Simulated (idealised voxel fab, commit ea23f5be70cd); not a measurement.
voxel wiring stack: a process module
Square cell edge 5 nm, section width 180 nm, ID cut.
We lay out every cross-section as a grid of square cells and spell it out in bands from the top down, where one band means one or more rows of cells. This entry defines a band. It first specifies the height of the band's top and the height of its bottom in nm, and then specifies the band's materials from left to right, stating each material with its width in nm. The word "throughout" identifies a single material that fills the band from edge to edge, while the word "blank" identifies empty space. We count height from 0. Below that, the starting wafer is all one material. The lowest band never ends at the bottom but goes on down; see "0 -> down" for how that is written. Top row gets the first number, bottom row gets the second, and each row in between changes by the same step: that is how a band width like "30->40" works. "no modifications" (step): cross-section cells unchanged, all of them. This entry, "Internal closed voids", enumerates those empty regions of no fewer than 8 cells that possess no open connection to the top. Each region is reported in the form width x height at distance, the distance being taken from the left edge, with all three quantities expressed in nm. Read whatever lies past the settings on a step's line as the simulator's own remark about the step. overlay nm: where the mask lay relative to plan, measured to the right, on steps with a mask; negatives go left.
# The process steps that were planned are listed below
- 1: RECEIVE: material Si
- 2: CONFORMAL_DEP: material SiO2, thk nm 10
- 3: DIRECTIONAL_DEP: material TiN, thk nm 5
- 4: DIRECTIONAL_DEP: material W, thk nm 25
- 5: DIRECTIONAL_DEP: material aC, thk nm 10
- 6: PATTERN: tone cover, mask id METAL_1, material resist, width nm 25, pitch nm 45, thk nm 30, overlay nm 0
- 7: DIRECTIONAL_ETCH: etch materials aC, depth nm 10
- 8: STRIP: etch materials resist
- 9: DIRECTIONAL_ETCH: etch materials W, depth nm 25
- 10: DIRECTIONAL_ETCH: etch materials TiN, depth nm 5
- 11: STRIP: etch materials aC
- 12: CONFORMAL_DEP: material SiN, thk nm 5
- 13: FILL_DEP: material lowk, thk nm 10
- 14: CMP: height nm 40
- 15: CONFORMAL_DEP: material SiCN, thk nm 5
- 16: DIRECTIONAL_DEP: material lowk, thk nm 30
- 17: DIRECTIONAL_DEP: material aC, thk nm 15
- 18: PATTERN: tone open, mask id METAL_2_HOLES, material resist, width nm 15, pitch nm 45, thk nm 35, overlay nm 0
- 19: DIRECTIONAL_ETCH: etch materials aC, depth nm 15
- 20: STRIP: etch materials resist
- 21: DIRECTIONAL_ETCH: etch materials lowk, depth nm 30
- 22: STRIP: etch materials aC
- 23: DIRECTIONAL_DEP: material aC, thk nm 15
- 24: PATTERN: tone open, mask id METAL_2, material resist, width nm 25, pitch nm 45, thk nm 30, overlay nm 0
- 25: DIRECTIONAL_ETCH: etch materials aC, depth nm 15
- 26: STRIP: etch materials resist
- 27: DIRECTIONAL_ETCH: etch materials lowk, depth nm 20
- 28: DIRECTIONAL_ETCH: etch materials SiCN, depth nm 5
- 29: STRIP: etch materials aC
- 30: CONFORMAL_DEP: material TiN, thk nm 5
- 31: FILL_DEP: material Cu, thk nm 5
- 32: CMP: height nm 75
- 33: CONFORMAL_DEP: material SiCN, thk nm 5
- 34: DIRECTIONAL_DEP: material lowk, thk nm 25
- 35: DIRECTIONAL_DEP: material aC, thk nm 10
- 36: PATTERN: tone open, mask id METAL_3_HOLES, material resist, width nm 15, thk nm 25, overlay nm 0
- 37: DIRECTIONAL_ETCH: etch materials aC, depth nm 10
- 38: STRIP: etch materials resist
- 39: DIRECTIONAL_ETCH: etch materials lowk, depth nm 25
- 40: STRIP: etch materials aC
- 41: PATTERN: tone open, mask id METAL_3, material resist, width nm 25, pitch nm 45, thk nm 20, overlay nm 0
- 42: DIRECTIONAL_ETCH: etch materials lowk, depth nm 15
- 43: DIRECTIONAL_ETCH: etch materials SiCN, depth nm 5
- 44: STRIP: etch materials resist
- 45: CONFORMAL_DEP: material TiN, thk nm 5
- 46: FILL_DEP: material Cu, thk nm 10
- 47: CMP: height nm 105
- 48: CONFORMAL_DEP: material SiCN, thk nm 5
- 49: DIRECTIONAL_DEP: material SiO2, thk nm 25
- 50: MASKED_ETCH: tone open, mask id METAL_4_HOLES, width nm 15, etch materials SiO2, depth nm 25, overlay nm 0
- 51: DIRECTIONAL_DEP: material aC, thk nm 15
- 52: PATTERN: tone open, mask id METAL_4, material resist, width nm 25, pitch nm 45, thk nm 35, overlay nm 0
- 53: DIRECTIONAL_ETCH: etch materials aC, depth nm 15
- 54: STRIP: etch materials resist
- 55: DIRECTIONAL_ETCH: etch materials SiO2, depth nm 15
- 56: DIRECTIONAL_ETCH: etch materials SiCN, depth nm 5
- 57: STRIP: etch materials aC
- 58: CONFORMAL_DEP: material TiN, thk nm 5
- 59: FILL_DEP: material Cu, thk nm 5
- 60: CMP: height nm 135
- 61: CONFORMAL_DEP: material SiCN, thk nm 5
# Below: the first of two wafers, run as planned
# Cross-section of the incoming wafer, state after step 1
	0 -> down = Si throughout
	Internal closed voids: none
# Step 2 complete: cross-section through the wafer
	10 -> 0 = SiO2 throughout
	Anything lower than 0 is untouched.
# Step 3 complete: cross-section through the wafer
	15 -> 10 = TiN throughout
	Anything lower than 10 is untouched.
# Step 4 complete: cross-section through the wafer
	40 -> 15 = W throughout
	Anything lower than 15 is untouched.
# Step 5 complete: cross-section through the wafer
	50 -> 40 = aC throughout
	Anything lower than 40 is untouched.
# Step 6 complete: cross-section through the wafer
	80 -> 50 = blank 55; resist 25; blank 20; resist 25; blank 55
	Anything lower than 50 is untouched.
# Step 7 complete: cross-section through the wafer
	70 -> 50 = blank 55; resist 25; blank 20; resist 25; blank 55
	50 -> 40 = blank 55; aC 25; blank 20; aC 25; blank 55
	Anything lower than 40 is untouched.
# Step 8 complete: cross-section through the wafer
	50 -> 40 = blank 55; aC 25; blank 20; aC 25; blank 55
	Anything lower than 40 is untouched.
# Step 9 complete: cross-section through the wafer
	50 -> 40 = blank 55; aC 25; blank 20; aC 25; blank 55
	40 -> 15 = blank 55; W 25; blank 20; W 25; blank 55
	Anything lower than 15 is untouched.
# Step 10 complete: cross-section through the wafer
	50 -> 40 = blank 55; aC 25; blank 20; aC 25; blank 55
	40 -> 15 = blank 55; W 25; blank 20; W 25; blank 55
	15 -> 10 = blank 55; TiN 25; blank 20; TiN 25; blank 55
	Anything lower than 10 is untouched.
# Step 11 complete: cross-section through the wafer
	40 -> 15 = blank 55; W 25; blank 20; W 25; blank 55
	Anything lower than 15 is untouched.
# Step 12 complete: cross-section through the wafer
	45 -> 40 = blank 50; SiN 35; blank 10; SiN 35; blank 50
	40 -> 15 = blank 50; SiN 5; W 25; SiN 5; blank 10; SiN 5; W 25; SiN 5; blank 50
	15 -> 10 = SiN 55; TiN 25; SiN 20; TiN 25; SiN 55
	Anything lower than 10 is untouched.
# Step 13 complete: cross-section through the wafer
	55 -> 45 = lowk throughout
	45 -> 40 = lowk 50; SiN 35; lowk 10; SiN 35; lowk 50
	40 -> 15 = lowk 50; SiN 5; W 25; SiN 5; lowk 10; SiN 5; W 25; SiN 5; lowk 50
	Anything lower than 15 is untouched.
# Step 14 complete: cross-section through the wafer
	40 -> 15 = lowk 50; SiN 5; W 25; SiN 5; lowk 10; SiN 5; W 25; SiN 5; lowk 50
	Anything lower than 15 is untouched.
# Step 15 complete: cross-section through the wafer
	45 -> 40 = SiCN throughout
	Anything lower than 40 is untouched.
# Step 16 complete: cross-section through the wafer
	75 -> 45 = lowk throughout
	Anything lower than 45 is untouched.
# Step 17 complete: cross-section through the wafer
	90 -> 75 = aC throughout
	Anything lower than 75 is untouched.
# Step 18 complete: cross-section through the wafer
	125 -> 90 = resist 55; blank 15; resist 30; blank 15; resist 65
	Anything lower than 90 is untouched.
# Step 19 complete: cross-section through the wafer
	110 -> 90 = resist 55; blank 15; resist 30; blank 15; resist 65
	90 -> 75 = aC 55; blank 15; aC 30; blank 15; aC 65
	Anything lower than 75 is untouched.
# Step 20 complete: cross-section through the wafer
	90 -> 75 = aC 55; blank 15; aC 30; blank 15; aC 65
	Anything lower than 75 is untouched.
# Step 21 complete: cross-section through the wafer
	90 -> 75 = aC 55; blank 15; aC 30; blank 15; aC 65
	75 -> 45 = lowk 55; blank 15; lowk 30; blank 15; lowk 65
	Anything lower than 45 is untouched.
# Step 22 complete: cross-section through the wafer
	75 -> 45 = lowk 55; blank 15; lowk 30; blank 15; lowk 65
	Anything lower than 45 is untouched.
# Step 23 complete: cross-section through the wafer
	90 -> 75 = aC 55; blank 15; aC 30; blank 15; aC 65
	75 -> 60 = lowk 55; blank 15; lowk 30; blank 15; lowk 65
	60 -> 45 = lowk 55; aC 15; lowk 30; aC 15; lowk 65
	Anything lower than 45 is untouched.
# Step 24 complete: cross-section through the wafer
	120 -> 90 = resist 55; blank 25; resist 20; blank 25; resist 55
	Anything lower than 90 is untouched.
# Step 25 complete: cross-section through the wafer
	105 -> 90 = resist 55; blank 25; resist 20; blank 25; resist 55
	90 -> 75 = aC 55; blank 25; aC 20; blank 25; aC 55
	75 -> 45 = lowk 55; blank 15; lowk 30; blank 15; lowk 65
	Anything lower than 45 is untouched.
# Step 26 complete: cross-section through the wafer
	90 -> 75 = aC 55; blank 25; aC 20; blank 25; aC 55
	Anything lower than 75 is untouched.
# Step 27 complete: cross-section through the wafer
	90 -> 75 = aC 55; blank 25; aC 20; blank 25; aC 55
	75 -> 55 = lowk 55; blank 25; lowk 20; blank 25; lowk 55
	Anything lower than 55 is untouched.
# Step 28 complete: cross-section through the wafer
	90 -> 75 = aC 55; blank 25; aC 20; blank 25; aC 55
	75 -> 55 = lowk 55; blank 25; lowk 20; blank 25; lowk 55
	55 -> 45 = lowk 55; blank 15; lowk 30; blank 15; lowk 65
	45 -> 40 = SiCN 55; blank 15; SiCN 30; blank 15; SiCN 65
	Anything lower than 40 is untouched.
# Step 29 complete: cross-section through the wafer
	75 -> 55 = lowk 55; blank 25; lowk 20; blank 25; lowk 55
	Anything lower than 55 is untouched.
# Step 30 complete: cross-section through the wafer
	80 -> 75 = TiN 60; blank 15; TiN 30; blank 15; TiN 60
	75 -> 60 = lowk 55; TiN 5; blank 15; TiN 5; lowk 20; TiN 5; blank 15; TiN 5; lowk 55
	60 -> 55 = lowk 55; TiN 5; blank 5; TiN 15; lowk 20; TiN 5; blank 5; TiN 15; lowk 55
	55 -> 45 = lowk 55; TiN 5; blank 5; TiN 5; lowk 30; TiN 5; blank 5; TiN 5; lowk 65
	45 -> 40 = SiCN 55; TiN 15; SiCN 30; TiN 15; SiCN 65
	Anything lower than 40 is untouched.
# Step 31 complete: cross-section through the wafer
	85 -> 80 = Cu throughout
	80 -> 75 = TiN 60; Cu 15; TiN 30; Cu 15; TiN 60
	75 -> 60 = lowk 55; TiN 5; Cu 15; TiN 5; lowk 20; TiN 5; Cu 15; TiN 5; lowk 55
	60 -> 55 = lowk 55; TiN 5; Cu 5; TiN 15; lowk 20; TiN 5; Cu 5; TiN 15; lowk 55
	55 -> 45 = lowk 55; TiN 5; Cu 5; TiN 5; lowk 30; TiN 5; Cu 5; TiN 5; lowk 65
	Anything lower than 45 is untouched.
# Step 32 complete: cross-section through the wafer
	75 -> 60 = lowk 55; TiN 5; Cu 15; TiN 5; lowk 20; TiN 5; Cu 15; TiN 5; lowk 55
	Anything lower than 60 is untouched.
# Step 33 complete: cross-section through the wafer
	80 -> 75 = SiCN throughout
	Anything lower than 75 is untouched.
# Step 34 complete: cross-section through the wafer
	105 -> 80 = lowk throughout
	Anything lower than 80 is untouched.
# Step 35 complete: cross-section through the wafer
	115 -> 105 = aC throughout
	Anything lower than 105 is untouched.
# Step 36 complete: cross-section through the wafer
	140 -> 115 = resist 55; blank 15; resist 110
	Anything lower than 115 is untouched.
# Step 37 complete: cross-section through the wafer
	130 -> 115 = resist 55; blank 15; resist 110
	115 -> 105 = aC 55; blank 15; aC 110
	Anything lower than 105 is untouched.
# Step 38 complete: cross-section through the wafer
	115 -> 105 = aC 55; blank 15; aC 110
	Anything lower than 105 is untouched.
# Step 39 complete: cross-section through the wafer
	115 -> 105 = aC 55; blank 15; aC 110
	105 -> 80 = lowk 55; blank 15; lowk 110
	Anything lower than 80 is untouched.
# Step 40 complete: cross-section through the wafer
	105 -> 80 = lowk 55; blank 15; lowk 110
	Anything lower than 80 is untouched.
# Step 41 complete: cross-section through the wafer
	125 -> 105 = resist 55; blank 25; resist 20; blank 25; resist 55
	Anything lower than 105 is untouched.
# Step 42 complete: cross-section through the wafer
	125 -> 105 = resist 55; blank 25; resist 20; blank 25; resist 55
	105 -> 90 = lowk 55; blank 25; lowk 20; blank 25; lowk 55
	Anything lower than 90 is untouched.
# Step 43 complete: cross-section through the wafer
	125 -> 105 = resist 55; blank 25; resist 20; blank 25; resist 55
	105 -> 90 = lowk 55; blank 25; lowk 20; blank 25; lowk 55
	90 -> 80 = lowk 55; blank 15; lowk 110
	80 -> 75 = SiCN 55; blank 15; SiCN 110
	Anything lower than 75 is untouched.
# Step 44 complete: cross-section through the wafer
	105 -> 90 = lowk 55; blank 25; lowk 20; blank 25; lowk 55
	Anything lower than 90 is untouched.
# Step 45 complete: cross-section through the wafer
	110 -> 105 = TiN 60; blank 15; TiN 30; blank 15; TiN 60
	105 -> 95 = lowk 55; TiN 5; blank 15; TiN 5; lowk 20; TiN 5; blank 15; TiN 5; lowk 55
	95 -> 90 = lowk 55; TiN 5; blank 5; TiN 15; lowk 20; TiN 25; lowk 55
	90 -> 80 = lowk 55; TiN 5; blank 5; TiN 5; lowk 110
	80 -> 75 = SiCN 55; TiN 15; SiCN 110
	Anything lower than 75 is untouched.
# Step 46 complete: cross-section through the wafer
	120 -> 110 = Cu throughout
	110 -> 105 = TiN 60; Cu 15; TiN 30; Cu 15; TiN 60
	105 -> 95 = lowk 55; TiN 5; Cu 15; TiN 5; lowk 20; TiN 5; Cu 15; TiN 5; lowk 55
	95 -> 90 = lowk 55; TiN 5; Cu 5; TiN 15; lowk 20; TiN 25; lowk 55
	90 -> 80 = lowk 55; TiN 5; Cu 5; TiN 5; lowk 110
	Anything lower than 80 is untouched.
# Step 47 complete: cross-section through the wafer
	105 -> 95 = lowk 55; TiN 5; Cu 15; TiN 5; lowk 20; TiN 5; Cu 15; TiN 5; lowk 55
	Anything lower than 95 is untouched.
# Step 48 complete: cross-section through the wafer
	110 -> 105 = SiCN throughout
	Anything lower than 105 is untouched.
# Step 49 complete: cross-section through the wafer
	135 -> 110 = SiO2 throughout
	Anything lower than 110 is untouched.
# Step 50 complete: cross-section through the wafer
	135 -> 110 = SiO2 55; blank 15; SiO2 110
	Anything lower than 110 is untouched.
# Step 51 complete: cross-section through the wafer
	150 -> 135 = aC 55; blank 15; aC 110
	135 -> 125 = SiO2 55; blank 15; SiO2 110
	125 -> 110 = SiO2 55; aC 15; SiO2 110
	Anything lower than 110 is untouched.
# Step 52 complete: cross-section through the wafer
	185 -> 150 = resist 55; blank 25; resist 20; blank 25; resist 55
	Anything lower than 150 is untouched.
# Step 53 complete: cross-section through the wafer
	170 -> 150 = resist 55; blank 25; resist 20; blank 25; resist 55
	150 -> 135 = aC 55; blank 25; aC 20; blank 25; aC 55
	135 -> 110 = SiO2 55; blank 15; SiO2 110
	Anything lower than 110 is untouched.
# Step 54 complete: cross-section through the wafer
	150 -> 135 = aC 55; blank 25; aC 20; blank 25; aC 55
	Anything lower than 135 is untouched.
# Step 55 complete: cross-section through the wafer
	150 -> 135 = aC 55; blank 25; aC 20; blank 25; aC 55
	135 -> 120 = SiO2 55; blank 25; SiO2 20; blank 25; SiO2 55
	Anything lower than 120 is untouched.
# Step 56 complete: cross-section through the wafer
	150 -> 135 = aC 55; blank 25; aC 20; blank 25; aC 55
	135 -> 120 = SiO2 55; blank 25; SiO2 20; blank 25; SiO2 55
	120 -> 110 = SiO2 55; blank 15; SiO2 110
	110 -> 105 = SiCN 55; blank 15; SiCN 110
	Anything lower than 105 is untouched.
# Step 57 complete: cross-section through the wafer
	135 -> 120 = SiO2 55; blank 25; SiO2 20; blank 25; SiO2 55
	Anything lower than 120 is untouched.
# Step 58 complete: cross-section through the wafer
	140 -> 135 = TiN 60; blank 15; TiN 30; blank 15; TiN 60
	135 -> 125 = SiO2 55; TiN 5; blank 15; TiN 5; SiO2 20; TiN 5; blank 15; TiN 5; SiO2 55
	125 -> 120 = SiO2 55; TiN 5; blank 5; TiN 15; SiO2 20; TiN 25; SiO2 55
	120 -> 110 = SiO2 55; TiN 5; blank 5; TiN 5; SiO2 110
	110 -> 105 = SiCN 55; TiN 15; SiCN 110
	Anything lower than 105 is untouched.
# Step 59 complete: cross-section through the wafer
	145 -> 140 = Cu throughout
	140 -> 135 = TiN 60; Cu 15; TiN 30; Cu 15; TiN 60
	135 -> 125 = SiO2 55; TiN 5; Cu 15; TiN 5; SiO2 20; TiN 5; Cu 15; TiN 5; SiO2 55
	125 -> 120 = SiO2 55; TiN 5; Cu 5; TiN 15; SiO2 20; TiN 25; SiO2 55
	120 -> 110 = SiO2 55; TiN 5; Cu 5; TiN 5; SiO2 110
	Anything lower than 110 is untouched.
# Step 60 complete: cross-section through the wafer
	135 -> 125 = SiO2 55; TiN 5; Cu 15; TiN 5; SiO2 20; TiN 5; Cu 15; TiN 5; SiO2 55
	Anything lower than 125 is untouched.
# Step 61 complete: cross-section through the wafer
	140 -> 135 = SiCN throughout
	Anything lower than 135 is untouched.
# Wafer two of two - same starting point, same process plan, one mistake in execution; matches wafer one up to and including step 51
# Cross-section of the second wafer when, according to plan, step 52 should have finished
	185 -> 150 = resist 65; blank 25; resist 20; blank 25; resist 45
	150 -> 135 = aC 55; resist 10; blank 5; aC 110
	135 -> 125 = SiO2 55; resist 10; blank 5; SiO2 110
	Anything lower than 125 is untouched.
# Cross-section of the second wafer when, according to plan, step 53 should have finished
	170 -> 150 = resist 65; blank 25; resist 20; blank 25; resist 45
	150 -> 135 = aC 55; resist 10; blank 25; aC 20; blank 25; aC 45
	135 -> 125 = SiO2 55; resist 10; blank 5; SiO2 110
	125 -> 110 = SiO2 55; aC 10; blank 5; SiO2 110
	Anything lower than 110 is untouched.
# Cross-section of the second wafer when, according to plan, step 54 should have finished
	150 -> 135 = aC 55; blank 35; aC 20; blank 25; aC 45
	135 -> 125 = SiO2 55; blank 15; SiO2 110
	Anything lower than 125 is untouched.
# Cross-section of the second wafer when, according to plan, step 55 should have finished
	150 -> 135 = aC 55; blank 35; aC 20; blank 25; aC 45
	135 -> 125 = SiO2 55; blank 35; SiO2 20; blank 25; SiO2 45
	125 -> 120 = SiO2 55; aC 10; blank 25; SiO2 20; blank 25; SiO2 45
	Anything lower than 120 is untouched.
# Cross-section of the second wafer when, according to plan, step 56 should have finished
	150 -> 135 = aC 55; blank 35; aC 20; blank 25; aC 45
	135 -> 125 = SiO2 55; blank 35; SiO2 20; blank 25; SiO2 45
	125 -> 120 = SiO2 55; aC 10; blank 25; SiO2 20; blank 25; SiO2 45
	120 -> 110 = SiO2 55; aC 10; blank 5; SiO2 110
	110 -> 105 = SiCN 65; blank 5; SiCN 110
	Anything lower than 105 is untouched.
# Cross-section of the second wafer when, according to plan, step 57 should have finished
	135 -> 120 = SiO2 55; blank 35; SiO2 20; blank 25; SiO2 45
	120 -> 110 = SiO2 55; blank 15; SiO2 110
	Anything lower than 110 is untouched.
# Cross-section of the second wafer when, according to plan, step 58 should have finished
	140 -> 135 = TiN 60; blank 25; TiN 30; blank 15; TiN 50
	135 -> 125 = SiO2 55; TiN 5; blank 25; TiN 5; SiO2 20; TiN 5; blank 15; TiN 5; SiO2 45
	125 -> 120 = SiO2 55; TiN 5; blank 5; TiN 25; SiO2 20; TiN 25; SiO2 45
	120 -> 115 = SiO2 55; TiN 5; blank 5; TiN 5; SiO2 110
	115 -> 110 = SiO2 55; TiN 15; SiO2 110
	110 -> 105 = SiCN 65; TiN 5; SiCN 110
	Anything lower than 105 is untouched.
# Cross-section of the second wafer when, according to plan, step 59 should have finished
	145 -> 140 = Cu throughout
	140 -> 135 = TiN 60; Cu 25; TiN 30; Cu 15; TiN 50
	135 -> 125 = SiO2 55; TiN 5; Cu 25; TiN 5; SiO2 20; TiN 5; Cu 15; TiN 5; SiO2 45
	125 -> 120 = SiO2 55; TiN 5; Cu 5; TiN 25; SiO2 20; TiN 25; SiO2 45
	120 -> 115 = SiO2 55; TiN 5; Cu 5; TiN 5; SiO2 110
	Anything lower than 115 is untouched.
# Cross-section of the second wafer when, according to plan, step 60 should have finished
	135 -> 125 = SiO2 55; TiN 5; Cu 25; TiN 5; SiO2 20; TiN 5; Cu 15; TiN 5; SiO2 45
	Anything lower than 125 is untouched.
# Cross-section of the second wafer when, according to plan, step 61 should have finished
	140 -> 135 = SiCN throughout
	Anything lower than 135 is untouched.
Run error: step 52 ran as: PATTERN: tone open, mask id METAL_4, material resist, width nm 25, pitch nm 45, thk nm 35, overlay nm 10
Final tally in cells, some materials are higher or lower on the second wafer than on the first: Cu +3 | SiCN +2 | SiO2 -6 | TiN +1
